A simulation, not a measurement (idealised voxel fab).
The process module presented herein is designated voxel quadruple lines.
Displayed cross-section: cut, width of 175 nm, square cells sized 5 nm.
This document writes a cross-section as a grid whose cells are square, and gives it as bands, listed from the top down; one or more rows of cells form a band.
This entry defines a band. It first specifies the height of the band's top and the height of its bottom in nm, and then specifies the band's materials from left to right, stating each material with its width in nm. The word "full width" identifies a single material that fills the band from edge to edge, while the word "blank" identifies empty space.
We count height from 0. Below that, the starting wafer is all one material. The lowest band never ends at the bottom but goes on down; see "0 and below" for how that is written.
The notation "30..40" denotes a width that varies across the rows of cells in the band, beginning at the first number in the top row, finishing at the second number in the bottom row, and changing by an identical amount from each row to the next.
A step reported as "stayed the same" is a step in which no cell of the cross-section changed.
You'll see "Closed voids list" listing empty spaces that have no way open to the top, as long as they're 8 cells or more; the notation is width x height at distance, where the distance is from the left edge, and all of it is in nm.
Where a step's line continues beyond its settings, the continuation is a remark by the simulator itself on that step.
The optional step-line setting "overlay nm" applies to steps with a mask and quantifies how far to the right of its planned location the mask lay, a negative value indicating leftward placement.

List of planned process steps
1: RECEIVE | material Si
2: CONFORMAL_DEP | material SiO2 | thk nm 5
3: DIRECTIONAL_DEP | material TiN | thk nm 15
4: DIRECTIONAL_DEP | material polySi | thk nm 15
5: DIRECTIONAL_DEP | material aC | thk nm 20
6: PATTERN | tone cover | mask id MANDREL | material resist | width nm 35 | thk nm 30 | overlay nm 0
7: DIRECTIONAL_ETCH | etch materials aC | depth nm 20
8: STRIP | etch materials resist
9: CONFORMAL_DEP | material SiO2 | thk nm 15
10: DIRECTIONAL_ETCH | etch materials SiO2 | depth nm 15
11: STRIP | etch materials aC
12: DIRECTIONAL_ETCH | etch materials polySi | depth nm 15
13: STRIP | etch materials SiO2
14: CONFORMAL_DEP | material SiCN | thk nm 10
15: DIRECTIONAL_ETCH | etch materials SiCN | depth nm 10
16: STRIP | etch materials polySi
17: DIRECTIONAL_ETCH | etch materials TiN | depth nm 15
18: STRIP | etch materials SiCN
19: FILL_DEP | material SiO2 | thk nm 5
20: CMP | height nm 20

This is the cross-section of the wafer as we received it, i.e. after step 1
* 0 and below | Si full width
* Closed voids list: none

End-of-module XS, first of two wafers, run as planned
* 20 down to 5 | SiO2 45 nm  TiN 10 nm  SiO2 15 nm  TiN 10 nm  SiO2 15 nm  TiN 10 nm  SiO2 15 nm  TiN 10 nm  SiO2 45 nm
* 5 down to 0 | SiO2 full width
* 0 and below | Si full width
* Closed voids list: none

Wafer two, sectioned after the module: the first wafer's start, the first wafer's plan, and one mistake in how it was run
* 20 down to 5 | SiO2 35 nm  TiN 10 nm  SiO2 15 nm  TiN 10 nm  SiO2 15 nm  TiN 10 nm  SiO2 15 nm  TiN 10 nm  SiO2 55 nm
* 5 down to 0 | SiO2 full width
* 0 and below | Si full width
* Closed voids list: none
Plan not followed: step 6 did not happen as planned, as run it was PATTERN | tone cover | mask id MANDREL | material resist | width nm 35 | thk nm 30 | overlay nm -10
Comparing end states, the material composition by cell count is preserved from the first wafer to the second, while the locations of the cells are not.
